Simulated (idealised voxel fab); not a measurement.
The following is a process module called voxel wiring stack.
Square cells of 5 nm make up the cross-section cut, whose width is 210 nm.
Throughout this document, each cross-section is represented as a grid of square cells and is presented as a sequence of bands enumerated from the top downward, where a band comprises one or more rows of cells. Band: top and bottom heights (nm) first, top before bottom; then materials from left to right, widths in nm. "edge to edge" marks a sole material filling the band edge to edge. "empty" denotes empty space. For the purposes of this specification, 0 denotes the height below which the wafer in its as-received condition is composed wholly of one material, and the lowermost band, lacking a lower limit, extends downward without end, as expressed in "from 0 down". Width "30..40": first value at the band's top row of cells, second value at its bottom row, equal change from row to row. When a step is marked "nothing got changed", none of the cells in the cross-section changed during that step. Entry "Closed void register". Content: empty spaces with no open connection to the top, size 8 cells or greater. Each: width x height at distance. Distance: from left edge. Unit: nm. Step line, after settings: the simulator's comment on this step. overlay nm: where the mask lay relative to plan, measured to the right, on steps with a mask; negatives go left.

### The process steps that were planned are listed below
| 1 | RECEIVE | material Si |
| 2 | CONFORMAL_DEP | material SiO2 | thk nm 15 |
| 3 | CONFORMAL_DEP | material SiCN | thk nm 5 |
| 4 | DIRECTIONAL_DEP | material SiO2 | thk nm 25 |
| 5 | PATTERN | tone open | mask id METAL_1 | material resist | width nm 20 | pitch nm 35 | thk nm 20 | overlay nm 0 |
| 6 | DIRECTIONAL_ETCH | etch materials SiO2 | depth nm 25 |
| 7 | DIRECTIONAL_ETCH | etch materials SiCN | depth nm 5 |
| 8 | STRIP | etch materials resist |
| 9 | CONFORMAL_DEP | material TiN | thk nm 5 |
| 10 | FILL_DEP | material Cu | thk nm 5 |
| 11 | CMP | height nm 45 |
| 12 | CONFORMAL_DEP | material SiCN | thk nm 5 |
| 13 | DIRECTIONAL_DEP | material SiO2 | thk nm 30 |
| 14 | DIRECTIONAL_DEP | material aC | thk nm 10 |
| 15 | PATTERN | tone open | mask id METAL_2_HOLES | material resist | width nm 15 | pitch nm 35 | thk nm 25 | overlay nm 0 |
| 16 | DIRECTIONAL_ETCH | etch materials aC | depth nm 10 |
| 17 | STRIP | etch materials resist |
| 18 | DIRECTIONAL_ETCH | etch materials SiO2 | depth nm 30 |
| 19 | STRIP | etch materials aC |
| 20 | DIRECTIONAL_DEP | material aC | thk nm 15 |
| 21 | PATTERN | tone open | mask id METAL_2 | material resist | width nm 20 | pitch nm 35 | thk nm 30 | overlay nm 0 |
| 22 | DIRECTIONAL_ETCH | etch materials aC | depth nm 15 |
| 23 | STRIP | etch materials resist |
| 24 | DIRECTIONAL_ETCH | etch materials SiO2 | depth nm 20 |
| 25 | DIRECTIONAL_ETCH | etch materials SiCN | depth nm 5 |
| 26 | STRIP | etch materials aC |
| 27 | CONFORMAL_DEP | material TiN | thk nm 5 |
| 28 | FILL_DEP | material Cu | thk nm 10 |
| 29 | CMP | height nm 80 |
| 30 | CONFORMAL_DEP | material SiCN | thk nm 5 |
| 31 | DIRECTIONAL_DEP | material SiO2 | thk nm 30 |
| 32 | MASKED_ETCH | tone open | mask id METAL_3_HOLES | width nm 15 | pitch nm 70 | etch materials SiO2 | depth nm 30 | overlay nm 0 |
| 33 | DIRECTIONAL_DEP | material aC | thk nm 15 |
| 34 | PATTERN | tone open | mask id METAL_3 | material resist | width nm 20 | pitch nm 35 | thk nm 35 | overlay nm 0 |
| 35 | DIRECTIONAL_ETCH | etch materials aC | depth nm 15 |
| 36 | STRIP | etch materials resist |
| 37 | DIRECTIONAL_ETCH | etch materials SiO2 | depth nm 20 |
| 38 | DIRECTIONAL_ETCH | etch materials SiCN | depth nm 5 |
| 39 | STRIP | etch materials aC |
| 40 | CONFORMAL_DEP | material TiN | thk nm 5 |
| 41 | FILL_DEP | material Cu | thk nm 5 |
| 42 | CMP | height nm 115 |
| 43 | CONFORMAL_DEP | material SiCN | thk nm 5 |

### Wafer at receipt (post step 1), cross-section
	from 0 down = Si edge to edge
	Closed void register: none

### Starting wafer: above. Plan: above. Run: one mistake. Cross-section after the module: below
	from 120 to 115 = SiCN edge to edge
	from 115 to 100 = SiO2: 40  TiN: 5  Cu: 10  TiN: 5  SiO2: 15  TiN: 5  Cu: 10  TiN: 5  SiO2: 15  TiN: 5  Cu: 10  TiN: 5  SiO2: 15  TiN: 5  Cu: 10  TiN: 5  SiO2: 45
	from 100 to 95 = SiO2: 40  TiN: 5  Cu: 5  TiN: 10  SiO2: 15  TiN: 20  SiO2: 15  TiN: 5  Cu: 5  TiN: 10  SiO2: 15  TiN: 20  SiO2: 45
	from 95 to 85 = SiO2: 40  TiN: 5  Cu: 5  TiN: 5  SiO2: 55  TiN: 5  Cu: 5  TiN: 5  SiO2: 85
	from 85 to 80 = SiCN: 40  TiN: 15  SiCN: 55  TiN: 15  SiCN: 85
	from 80 to 65 = SiO2: 40  TiN: 5  Cu: 10  TiN: 5  SiO2: 15  TiN: 5  Cu: 10  TiN: 5  SiO2: 15  TiN: 5  Cu: 10  TiN: 5  SiO2: 15  TiN: 5  Cu: 10  TiN: 5  SiO2: 45
	from 65 to 60 = SiO2: 40  TiN: 5  Cu: 5  TiN: 10  SiO2: 15  TiN: 5  Cu: 5  TiN: 10  SiO2: 15  TiN: 5  Cu: 5  TiN: 10  SiO2: 15  TiN: 5  Cu: 5  TiN: 10  SiO2: 45
	from 60 to 50 = SiO2: 40  TiN: 5  Cu: 5  TiN: 5  SiO2: 20  TiN: 5  Cu: 5  TiN: 5  SiO2: 20  TiN: 5  Cu: 5  TiN: 5  SiO2: 20  TiN: 5  Cu: 5  TiN: 5  SiO2: 50
	from 50 to 45 = SiCN: 40  TiN: 15  SiCN: 20  TiN: 15  SiCN: 20  TiN: 15  SiCN: 20  TiN: 15  SiCN: 50
	from 45 to 40 = TiN: 45  Cu: 10  TiN: 25  Cu: 10  TiN: 25  Cu: 10  TiN: 25  Cu: 10  TiN: 50
	from 40 to 20 = SiO2: 40  TiN: 5  Cu: 10  TiN: 5  SiO2: 15  TiN: 5  Cu: 10  TiN: 5  SiO2: 15  TiN: 5  Cu: 10  TiN: 5  SiO2: 15  TiN: 5  Cu: 10  TiN: 5  SiO2: 45
	from 20 to 15 = SiO2: 40  TiN: 20  SiO2: 15  TiN: 20  SiO2: 15  TiN: 20  SiO2: 15  TiN: 20  SiO2: 45
	from 15 to 0 = SiO2 edge to edge
	from 0 down = Si edge to edge
	Closed void register: none
Where did the run depart from the plan? not run: step 3 of the plan (skipped)
